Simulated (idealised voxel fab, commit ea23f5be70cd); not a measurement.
Process module in this document: voxel gate over fins
For reference, the cross-section in this document is cut, with width 230 nm and square cells of 5 nm.
For the purposes of this document, a cross-section shall be understood as a grid of square cells, specified as bands listed in top-to-bottom order, each band consisting of one or more rows of cells. Top, bottom (nm), then materials left to right with widths (nm); lone material tagged "everywhere" fills the whole band edge to edge; "empty" = empty space. Height datum 0, below which the as-received substrate wafer is one material. Lowest band open at the bottom, running downward: "from 0 down". A width given as "30..40" starts at the first number in the band's top row and ends at the second number in its bottom row, shifting by an equal amount at every step from row to row. The cross-section has no changed cell in any step marked "nothing changed". Listed in "Voids, fully enclosed": every empty space of 8 or more cells without an open way to the top. Form: width x height at distance, the distance being from the left edge, all in nm. Where a step's line continues beyond its settings, the continuation is a remark by the simulator itself on that step. What "overlay nm" on a step's line means: if the step has a mask, that mask lay this far to the right of its planned place, or, when the value is negative, to the left.
So here's the lineup of process steps we planned
1,op RECEIVE | material Si
2,op CONFORMAL_DEP | material SiN | thk nm 10
3,op MASKED_ETCH | tone cover | mask id FINS | width nm 15 | pitch nm 40 | etch materials SiN | depth nm 10 | overlay nm 0
4,op MASKED_ETCH | tone cover | mask id FINS | width nm 15 | pitch nm 40 | etch materials Si | depth nm 30 | overlay nm 0
5,op OXIDIZE | depth nm 5
6,op FILL_DEP | material SiO2 | thk nm 5
7,op CMP | height nm 10
8,op SELECTIVE_ETCH | etch materials SiO2 | depth nm 25
9,op STRIP | etch materials SiN
10,op CONFORMAL_DEP | material HfO2 | thk nm 5
11,op CONFORMAL_DEP | material TiN | thk nm 5
12,op FILL_DEP | material W | thk nm 10
13,op CMP | height nm 15
14,op CONFORMAL_DEP | material SiCN | thk nm 10
So, the first of our two wafers, run just as we planned it
Incoming wafer, cross-sectional view, post step 1
    from 0 down: Si everywhere
    Voids, fully enclosed: none
Step 2 done - wafer cross-section
    from 10 to 0: SiN everywhere
    Under the height 0 nothing was changed.
Step 3 done - wafer cross-section
    from 10 to 0: empty 85; SiN 15; empty 25; SiN 15; empty 90
    Under the height 0 nothing was changed.
Step 4 done - wafer cross-section
    from 10 to 0: empty 85; SiN 15; empty 25; SiN 15; empty 90
    from 0 to -30: empty 85; Si 15; empty 25; Si 15; empty 90
    Under the height -30 nothing was changed.
Step 5 done - wafer cross-section
    from 10 to 0: empty 85; SiN 15; empty 25; SiN 15; empty 90
    from 0 to -30: empty 85; SiO2 5; Si 5; SiO2 5; empty 25; SiO2 5; Si 5; SiO2 5; empty 90
    from -30 to -35: SiO2 90; Si 5; SiO2 35; Si 5; SiO2 95
    Under the height -35 nothing was changed.
Step 6 done - wafer cross-section
    from 15 to 10: SiO2 everywhere
    from 10 to 0: SiO2 85; SiN 15; SiO2 25; SiN 15; SiO2 90
    from 0 to -35: SiO2 90; Si 5; SiO2 35; Si 5; SiO2 95
    Under the height -35 nothing was changed.
Step 7 done - wafer cross-section
    from 10 to 0: SiO2 85; SiN 15; SiO2 25; SiN 15; SiO2 90
    Under the height 0 nothing was changed.
Step 8 done - wafer cross-section
    from 10 to 0: empty 85; SiN 15; empty 25; SiN 15; empty 90
    from 0 to -15: empty 90; Si 5; empty 35; Si 5; empty 95
    Under the height -15 nothing was changed.
Step 9 done - wafer cross-section
    from 0 to -15: empty 90; Si 5; empty 35; Si 5; empty 95
    Under the height -15 nothing was changed.
Step 10 done - wafer cross-section
    from 5 to 0: empty 85; HfO2 15; empty 25; HfO2 15; empty 90
    from 0 to -10: empty 85; HfO2 5; Si 5; HfO2 5; empty 25; HfO2 5; Si 5; HfO2 5; empty 90
    from -10 to -15: HfO2 90; Si 5; HfO2 35; Si 5; HfO2 95
    Under the height -15 nothing was changed.
Step 11 done - wafer cross-section
    from 10 to 5: empty 80; TiN 25; empty 15; TiN 25; empty 85
    from 5 to 0: empty 80; TiN 5; HfO2 15; TiN 5; empty 15; TiN 5; HfO2 15; TiN 5; empty 85
    from 0 to -5: empty 80; TiN 5; HfO2 5; Si 5; HfO2 5; TiN 5; empty 15; TiN 5; HfO2 5; Si 5; HfO2 5; TiN 5; empty 85
    from -5 to -10: TiN 85; HfO2 5; Si 5; HfO2 5; TiN 25; HfO2 5; Si 5; HfO2 5; TiN 90
    Under the height -10 nothing was changed.
Step 12 done - wafer cross-section
    from 20 to 10: W everywhere
    from 10 to 5: W 80; TiN 25; W 15; TiN 25; W 85
    from 5 to 0: W 80; TiN 5; HfO2 15; TiN 5; W 15; TiN 5; HfO2 15; TiN 5; W 85
    from 0 to -5: W 80; TiN 5; HfO2 5; Si 5; HfO2 5; TiN 5; W 15; TiN 5; HfO2 5; Si 5; HfO2 5; TiN 5; W 85
    Under the height -5 nothing was changed.
Step 13 done - wafer cross-section
    from 15 to 10: W everywhere
    Under the height 10 nothing was changed.
Step 14 done - wafer cross-section
    from 25 to 15: SiCN everywhere
    Under the height 15 nothing was changed.
Second wafer, same starting conditions and recipe as the first, one mistake in executing it, nothing differs from the first up to and including step 7
The second wafer in cross-section, at the planned close of step 8
    from 10 to 0: SiO2 85; empty 15; SiO2 25; empty 15; SiO2 90
    Under the height 0 nothing was changed.
The second wafer in cross-section, at the planned close of step 9
    from 0 to -15: empty 90; Si 5; empty 35; Si 5; empty 95
    from -15 to -25: SiO2 60; empty 30; Si 5; empty 35; Si 5; empty 30; SiO2 65
    Under the height -25 nothing was changed.
The second wafer in cross-section, at the planned close of step 10
    from 5 to 0: empty 85; HfO2 15; empty 25; HfO2 15; empty 90
    from 0 to -10: empty 85; HfO2 5; Si 5; HfO2 5; empty 25; HfO2 5; Si 5; HfO2 5; empty 90
    from -10 to -15: HfO2 65; empty 20; HfO2 5; Si 5; HfO2 5; empty 25; HfO2 5; Si 5; HfO2 5; empty 20; HfO2 70
    from -15 to -20: SiO2 60; HfO2 5; empty 20; HfO2 5; Si 5; HfO2 5; empty 25; HfO2 5; Si 5; HfO2 5; empty 20; HfO2 5; SiO2 65
    from -20 to -25: SiO2 60; HfO2 30; Si 5; HfO2 35; Si 5; HfO2 30; SiO2 65
    Under the height -25 nothing was changed.
The second wafer in cross-section, at the planned close of step 11
    from 10 to 5: empty 80; TiN 25; empty 15; TiN 25; empty 85
    from 5 to 0: empty 80; TiN 5; HfO2 15; TiN 5; empty 15; TiN 5; HfO2 15; TiN 5; empty 85
    from 0 to -5: empty 80; TiN 5; HfO2 5; Si 5; HfO2 5; TiN 5; empty 15; TiN 5; HfO2 5; Si 5; HfO2 5; TiN 5; empty 85
    from -5 to -10: TiN 70; empty 10; TiN 5; HfO2 5; Si 5; HfO2 5; TiN 5; empty 15; TiN 5; HfO2 5; Si 5; HfO2 5; TiN 5; empty 10; TiN 75
    from -10 to -15: HfO2 65; TiN 5; empty 10; TiN 5; HfO2 5; Si 5; HfO2 5; TiN 5; empty 15; TiN 5; HfO2 5; Si 5; HfO2 5; TiN 5; empty 10; TiN 5; HfO2 70
    from -15 to -20: SiO2 60; HfO2 5; TiN 20; HfO2 5; Si 5; HfO2 5; TiN 25; HfO2 5; Si 5; HfO2 5; TiN 20; HfO2 5; SiO2 65
    Under the height -20 nothing was changed.
The second wafer in cross-section, at the planned close of step 12
    from 20 to 10: W everywhere
    from 10 to 5: W 80; TiN 25; W 15; TiN 25; W 85
    from 5 to 0: W 80; TiN 5; HfO2 15; TiN 5; W 15; TiN 5; HfO2 15; TiN 5; W 85
    from 0 to -5: W 80; TiN 5; HfO2 5; Si 5; HfO2 5; TiN 5; W 15; TiN 5; HfO2 5; Si 5; HfO2 5; TiN 5; W 85
    from -5 to -10: TiN 70; W 10; TiN 5; HfO2 5; Si 5; HfO2 5; TiN 5; W 15; TiN 5; HfO2 5; Si 5; HfO2 5; TiN 5; W 10; TiN 75
    from -10 to -15: HfO2 65; TiN 5; W 10; TiN 5; HfO2 5; Si 5; HfO2 5; TiN 5; W 15; TiN 5; HfO2 5; Si 5; HfO2 5; TiN 5; W 10; TiN 5; HfO2 70
    Under the height -15 nothing was changed.
The second wafer in cross-section, at the planned close of step 13
    from 15 to 10: W everywhere
    Under the height 10 nothing was changed.
The second wafer in cross-section, at the planned close of step 14
    from 25 to 15: SiCN everywhere
    Under the height 15 nothing was changed.
The plan and the run diverged here: a sequencing error occurred in which plan steps 8 and 9 were transposed
The second wafer ends with more or fewer cells of some materials than the first, per final count: HfO2: 12 more; SiO2: 38 fewer; TiN: 12 more; W: 14 more
